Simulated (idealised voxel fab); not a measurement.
process module | voxel released beams
cross-section cut | 165 nm wide | cells 5 nm
A cross-section is a grid of square cells, given in bands from the top down. A band is one or more rows of cells.
Each band's line starts with the height of the band's top and of its bottom, in nm. Then come its materials from left to right, each with its width in nm. One material with "throughout" fills the band from edge to edge. "air" is empty space.
Height 0 is the level under which the wafer as received is all one material. The lowest band goes on downwards, as in "0 down".
A width such as "30 to 40" changes by the same amount from each row of cells to the next, from the band's top row to its bottom row.
"no change" after a step means that no cell of the cross-section changed.
closed voids: empty space of 8 cells or more with no open way to the top, each as width x height at its distance from the left edge, in nm
after a step's settings: what the simulator itself notes on the step
overlay nm, on a step with a mask: how far to the right of its planned place the mask lay; to the left if negative
plan
1 op RECEIVE | material Si
2 op CONFORMAL_DEP | material SiN | thk nm 10
3 op DIRECTIONAL_DEP | material SiO2 | thk nm 20
4 op PATTERN | tone open | mask id ANCHOR | material resist | width nm 30 | thk nm 20 | overlay nm 0
5 op DIRECTIONAL_ETCH | etch materials SiO2 | depth nm 20
6 op STRIP | etch materials resist
7 op CONFORMAL_DEP | material TiN | thk nm 10
8 op MASKED_ETCH | tone cover | mask id BEAM | width nm 115 | etch materials TiN | depth nm 10 | overlay nm 0
9 op STRIP | etch materials SiO2
as received, after step 1
  0 down: Si throughout
  closed voids: none
a wafer at the end: this start, this plan, one mistake
  40 to 30: air 25 | TiN 10 | air 10 | TiN 90 | air 30
  30 to 20: air 25 | TiN 10 | air 10 | TiN 10 | air 110
  20 to 10: air 25 | TiN 30 | air 110
  10 to 0: SiN throughout
  0 down: Si throughout
  closed voids: none
what went wrong: step 8 ran as: op MASKED_ETCH | tone cover | mask id BEAM | width nm 110 | etch materials TiN | depth nm 10 | overlay nm 0
